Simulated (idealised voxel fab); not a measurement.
process module | voxel quadruple lines
cross-section cut | 175 nm wide | cells 5 nm
A cross-section is a grid of square cells, given in bands from the top down. A band is one or more rows of cells.
Each band's line starts with the height of the band's top and of its bottom, in nm. Then come its materials from left to right, each with its width in nm. One material with "throughout" fills the band from edge to edge. "air" is empty space.
Height 0 is the level under which the wafer as received is all one material. The lowest band goes on downwards, as in "0 down".
A width such as "30 to 40" changes by the same amount from each row of cells to the next, from the band's top row to its bottom row.
"no change" after a step means that no cell of the cross-section changed.
closed voids: empty space of 8 cells or more with no open way to the top, each as width x height at its distance from the left edge, in nm
after a step's settings: what the simulator itself notes on the step
overlay nm, on a step with a mask: how far to the right of its planned place the mask lay; to the left if negative
plan
1 op RECEIVE | material Si
2 op CONFORMAL_DEP | material SiO2 | thk nm 5
3 op DIRECTIONAL_DEP | material W | thk nm 15
4 op DIRECTIONAL_DEP | material polySi | thk nm 15
5 op DIRECTIONAL_DEP | material aC | thk nm 20
6 op PATTERN | tone cover | mask id MANDREL | material resist | width nm 25 | thk nm 30 | overlay nm -15
7 op DIRECTIONAL_ETCH | etch materials aC | depth nm 20
8 op STRIP | etch materials resist
9 op CONFORMAL_DEP | material SiO2 | thk nm 15
10 op DIRECTIONAL_ETCH | etch materials SiO2 | depth nm 15
11 op STRIP | etch materials aC
12 op DIRECTIONAL_ETCH | etch materials polySi | depth nm 15
13 op STRIP | etch materials SiO2
14 op CONFORMAL_DEP | material SiCN | thk nm 5
15 op DIRECTIONAL_ETCH | etch materials SiCN | depth nm 5
16 op STRIP | etch materials polySi
17 op DIRECTIONAL_ETCH | etch materials W | depth nm 15
18 op STRIP | etch materials SiCN
19 op FILL_DEP | material SiO2 | thk nm 5
20 op CMP | height nm 20
varied across the wafers: overlay nm of step 6. The plan shows the first wafer's value. All wafers start alike
first wafer as received, after step 1
  0 down: Si throughout
  closed voids: none
first wafer at the end, after step 20
  20 to 5: SiO2 40 | W 5 | SiO2 15 | W 5 | SiO2 15 | W 5 | SiO2 15 | W 5 | SiO2 70
  5 to 0: SiO2 throughout
  0 down: Si throughout
  closed voids: none
last wafer at the end
  20 to 5: SiO2 70 | W 5 | SiO2 15 | W 5 | SiO2 15 | W 5 | SiO2 15 | W 5 | SiO2 40
  5 to 0: SiO2 throughout
  0 down: Si throughout
  closed voids: none
each wafer at the end: cells of each material gained (+) or lost (-) since it was received, then its closed voids
overlay nm -15 | +128 SiO2 | +12 W | closed voids: none
overlay nm -10 | +128 SiO2 | +12 W | closed voids: none
overlay nm -5 | +128 SiO2 | +12 W | closed voids: none
overlay nm 0 | +128 SiO2 | +12 W | closed voids: none
overlay nm 5 | +128 SiO2 | +12 W | closed voids: none
overlay nm 10 | +128 SiO2 | +12 W | closed voids: none
overlay nm 15 | +128 SiO2 | +12 W | closed voids: none
